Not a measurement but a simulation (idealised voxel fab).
The name of this process module is voxel self aligned vias.
We display cut, a cross-section 290 nm in width whose square cells are each 5 nm.
In this document a cross-section is written as a grid of square cells. It is given as a series of bands, listed from the top down, and a band is one or more rows of cells.
Quick guide to a band line: top height, bottom height (nm) up front; then every material left to right with its width in nm. Only one material and it's marked "everywhere"? Then it fills the band edge to edge. And "air" just means empty space.
Height is counted from the level 0, under which the received wafer is composed throughout of one material. The lowest of the bands is not closed at the bottom but continues downward, in the notation "0 -> down".
A two-number width, for instance "30 to 40", indicates that the width is equal to the first number in the top row of the band and to the second number in the bottom row, and that it changes by a constant amount per row of cells.
"nothing got changed" for a step: no cell of the cross-section changed in that step.
Empty spaces counting at least 8 cells and having no open way to the top are listed in "Unvented voids". The notation width x height at distance is used for each, the distance being from the left edge and all three values in nm.
Step line, after settings: the simulator's comment on this step.
overlay nm: for a step with a mask, the amount by which the mask lay right of where it was planned; a negative amount means left of it.
This section lists the process steps that were planned
1) op RECEIVE | material Si
2) op CONFORMAL_DEP | material SiO2 | thk nm 15
3) op CONFORMAL_DEP | material SiCN | thk nm 5
4) op DIRECTIONAL_DEP | material SiO2 | thk nm 30
5) op PATTERN | tone open | mask id LINES | material resist | width nm 30 | pitch nm 60 | thk nm 20 | overlay nm 0
6) op DIRECTIONAL_ETCH | etch materials SiO2 | depth nm 30
7) op STRIP | etch materials resist
8) op CONFORMAL_DEP | material TiN | thk nm 5
9) op FILL_DEP | material Ru | thk nm 5
10) op CMP | height nm 50
11) op SELECTIVE_ETCH | etch materials W Ru TiN | depth nm 10
12) op FILL_DEP | material SiN | thk nm 10
13) op CMP | height nm 50
14) op DIRECTIONAL_DEP | material SiO2 | thk nm 20
15) op PATTERN | tone open | mask id VIAS | material resist | width nm 40 | pitch nm 60 | thk nm 20 | overlay nm 0
16) op DIRECTIONAL_ETCH | etch materials SiO2 | depth nm 20
17) op DIRECTIONAL_ETCH | etch materials SiN | depth nm 10
18) op STRIP | etch materials resist
19) op CONFORMAL_DEP | material TiN | thk nm 5
20) op FILL_DEP | material Ru | thk nm 5
21) op CMP | height nm 70
22) op CONFORMAL_DEP | material SiN | thk nm 5
Incoming wafer in cross-section (state: after step 1)
> 0 -> down = Si everywhere
> Unvented voids: none
The first of the two wafers as seen in cross-section once the module was finished; processing followed the plan
> 75 -> 70 = SiN everywhere
> 70 -> 55 = 95 of SiO2 | 5 of TiN | 30 of Ru | 5 of TiN | 20 of SiO2 | 5 of TiN | 30 of Ru | 5 of TiN | 95 of SiO2
> 55 -> 45 = 95 to 100 of SiO2 | 10 to 5 of TiN | 20 of Ru | 10 to 5 of TiN | 20 to 30 of SiO2 | 10 to 5 of TiN | 20 of Ru | 10 to 5 of TiN | 95 to 100 of SiO2
> 45 -> 40 = 100 of SiO2 | 30 of TiN | 30 of SiO2 | 30 of TiN | 100 of SiO2
> 40 -> 25 = 100 of SiO2 | 5 of TiN | 20 of Ru | 5 of TiN | 30 of SiO2 | 5 of TiN | 20 of Ru | 5 of TiN | 100 of SiO2
> 25 -> 20 = 100 of SiO2 | 30 of TiN | 30 of SiO2 | 30 of TiN | 100 of SiO2
> 20 -> 15 = SiCN everywhere
> 15 -> 0 = SiO2 everywhere
> 0 -> down = Si everywhere
> Unvented voids: none
The second wafer, shown in cross-section after the module: started the same way as the first and given the same plan, yet one mistake crept into how it was run
> 75 -> 70 = SiN everywhere
> 70 -> 50 = 95 of SiO2 | 5 of TiN | 30 of Ru | 5 of TiN | 20 of SiO2 | 5 of TiN | 30 of Ru | 5 of TiN | 95 of SiO2
> 50 -> 45 = 95 of SiN | 5 of TiN | 30 of Ru | 5 of TiN | 20 of SiN | 5 of TiN | 30 of Ru | 5 of TiN | 95 of SiN
> 45 -> 40 = 95 of SiN | 40 of TiN | 20 of SiN | 40 of TiN | 95 of SiN
> 40 -> 25 = 100 of SiO2 | 5 of TiN | 20 of Ru | 5 of TiN | 30 of SiO2 | 5 of TiN | 20 of Ru | 5 of TiN | 100 of SiO2
> 25 -> 20 = 100 of SiO2 | 30 of TiN | 30 of SiO2 | 30 of TiN | 100 of SiO2
> 20 -> 15 = SiCN everywhere
> 15 -> 0 = SiO2 everywhere
> 0 -> down = Si everywhere
> Unvented voids: none
It is concluded that the wafer was processed incorrectly with respect to the plan, in that off-plan run, step 4, actual operation and settings op DIRECTIONAL_DEP | material SiO2 | thk nm 20
The final cell counts differ between the wafers, with the second having more or fewer of some materials than the first: 8 more of Ru; 84 more of SiN; 92 fewer of SiO2
